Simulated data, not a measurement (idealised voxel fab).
Documented hereafter: the process module known as voxel self aligned vias.
Each square cell in cross-section cut measures 5 nm, and the section as a whole is 180 nm wide.
The cross-sections in this document take the form of a grid made of square cells. They are written out as bands, in order from top to bottom. Each band consists of one or more rows of cells.
What a band's entry tells you: where the top is and where the bottom is, as heights in nm, and after that what lies inside, material by material from left to right, each with its width in nm. Empty space is written as the word "air", and a single material marked with the word "all across" occupies the band from edge to edge.
Convention: height 0 is the level below which the wafer, as received, is all one material. The lowest band does not terminate at the bottom but continues downward, represented as "0 nm and below".
It should be noted that a width expressed as "30->40" varies in equal increments from row to row of cells within the band, taking the value of the first number at the top row and that of the second number at the bottom row.
It should be understood that the words "identical to before", when stated for a given step, signify that the cross-section underwent no change in any of its cells during that step.
If an empty space has no open way to the top and is at least 8 cells in size, "Enclosed void catalog" lists it, written width x height at distance, where distance is measured from the left edge and every value is in nm.
Step line, after settings: the simulator's comment on this step.
"overlay nm" answers the question of how far to the right of plan the mask lay on a step that has a mask, and when it is negative the answer is to the left.

# Planned process steps
1,RECEIVE: material Si
2,CONFORMAL_DEP: material SiO2, thk nm 10
3,CONFORMAL_DEP: material SiCN, thk nm 5
4,DIRECTIONAL_DEP: material SiO2, thk nm 20
5,MASKED_ETCH: tone open, mask id LINES, width nm 25, pitch nm 70, etch materials SiO2, depth nm 20, overlay nm 0
6,CONFORMAL_DEP: material TiN, thk nm 5
7,FILL_DEP: material W, thk nm 10
8,CMP: height nm 35
9,SELECTIVE_ETCH: etch materials W Ru TiN, depth nm 5
10,FILL_DEP: material SiN, thk nm 10
11,CMP: height nm 35
12,DIRECTIONAL_DEP: material SiO2, thk nm 20
13,PATTERN: tone open, mask id VIAS, material resist, width nm 45, pitch nm 70, thk nm 15, overlay nm 0
14,DIRECTIONAL_ETCH: etch materials SiO2, depth nm 20
15,DIRECTIONAL_ETCH: etch materials SiN, depth nm 5
16,STRIP: etch materials resist
17,CONFORMAL_DEP: material TiN, thk nm 5
18,FILL_DEP: material Cu, thk nm 10
19,CMP: height nm 55
20,CONFORMAL_DEP: material SiN, thk nm 5

# Delivered wafer in cross-section: state after step 1
- 0 nm and below | Si all across
- Enclosed void catalog: none

# End state of the module in cross-section, given the above starting point and plan and one mistake in execution
- 70 nm to 55 nm | SiN all across
- 55 nm to 40 nm | 30 nm SiO2; 5 nm TiN; 35 nm Cu; 5 nm TiN; 25 nm SiO2; 5 nm TiN; 35 nm Cu; 5 nm TiN; 35 nm SiO2
- 40 nm to 35 nm | 30 nm SiO2; 15 nm TiN; 15 nm Cu; 15 nm TiN; 25 nm SiO2; 15 nm TiN; 15 nm Cu; 15 nm TiN; 35 nm SiO2
- 35 nm to 30 nm | 40 nm SiO2; 25 nm TiN; 45 nm SiO2; 25 nm TiN; 45 nm SiO2
- 30 nm to 20 nm | 40 nm SiO2; 5 nm TiN; 15 nm W; 5 nm TiN; 45 nm SiO2; 5 nm TiN; 15 nm W; 5 nm TiN; 45 nm SiO2
- 20 nm to 15 nm | 40 nm SiO2; 25 nm TiN; 45 nm SiO2; 25 nm TiN; 45 nm SiO2
- 15 nm to 10 nm | SiCN all across
- 10 nm to 0 nm | SiO2 all across
- 0 nm and below | Si all across
- Enclosed void catalog: none
Error vs. plan: step 20 was run on a setting that differed from the plan, and what really ran there is CONFORMAL_DEP: material SiN, thk nm 15
